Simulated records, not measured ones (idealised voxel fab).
Process module under the name voxel lift off
In the cross-section labelled cut, the width is 295 nm and each square cell is 5 nm.
Cross-section, as written here: a square-cell grid given band by band from the top down, where a band holds one or more rows of cells. Within each band entry, the heights of the top and of the bottom of the band appear first, in that order and in nm; the materials of the band then follow from left to right, each with its corresponding width in nm. The designation "everywhere" on a single material indicates that it fills the band from edge to edge; the designation "air" indicates empty space. All heights in this document are referenced to 0, defined as the level beneath which the wafer, as received, consists entirely of one material. The lowest band is not bounded below; it extends indefinitely downward and is written in the form "top 0, no bottom". Per-row width for "30->40": begins at first number (top row of band), ends at second number (bottom row), increment between rows held constant. Any step labelled "all unchanged" changed none of the cells in the cross-section. Heads up: "Enclosed void entries" only lists the empty pockets with no open path to the top that are 8 cells or more, and it writes them as width x height at distance, distance from the left edge, in nm. What comes after the settings on a step's line is commentary from the simulator itself on that step. A step line may carry the setting "overlay nm", which, for steps involving a mask, states the distance by which the mask lay to the right of its intended position; negative values denote displacement to the left.

## Planned step list for the process
1. RECEIVE: material Si
2. CONFORMAL_DEP: material Al2O3, thk nm 5
3. PATTERN: tone open, mask id LINES, material resist, width nm 30, pitch nm 50, thk nm 30, overlay nm 0
4. DIRECTIONAL_DEP: material Ru, thk nm 15
5. STRIP: etch materials resist
6. CONFORMAL_DEP: material SiCN, thk nm 5

## as received, after step 1
	top 0, no bottom = Si everywhere
	Enclosed void entries: none

## first wafer at the end, as planned
	top 25, bottom 20 = 100 air, then 40 SiCN, then 10 air, then 40 SiCN, then 105 air
	top 20, bottom 10 = 100 air, then 5 SiCN, then 30 Ru, then 5 SiCN, then 10 air, then 5 SiCN, then 30 Ru, then 5 SiCN, then 105 air
	top 10, bottom 5 = 105 SiCN, then 30 Ru, then 20 SiCN, then 30 Ru, then 110 SiCN
	top 5, bottom 0 = Al2O3 everywhere
	top 0, no bottom = Si everywhere
	Enclosed void entries: none

## Here is the second of the two wafers cut open at the end of the module - same start, same plan as the first one, but we made one mistake running it
	top 25, bottom 20 = 100 air, then 45 SiCN, then 5 air, then 45 SiCN, then 100 air
	top 20, bottom 10 = 100 air, then 5 SiCN, then 35 Ru, then 5 SiCN, then 5 air, then 5 SiCN, then 35 Ru, then 5 SiCN, then 100 air
	top 10, bottom 5 = 105 SiCN, then 35 Ru, then 15 SiCN, then 35 Ru, then 105 SiCN
	top 5, bottom 0 = Al2O3 everywhere
	top 0, no bottom = Si everywhere
	Enclosed void entries: none
Plan not followed: note that step 3 departed from the planned setting and was carried out as PATTERN: tone open, mask id LINES, material resist, width nm 35, pitch nm 50, thk nm 30, overlay nm 0
Per the end-of-run cell counts, the second wafer holds more or fewer of some materials than the first: Ru +6
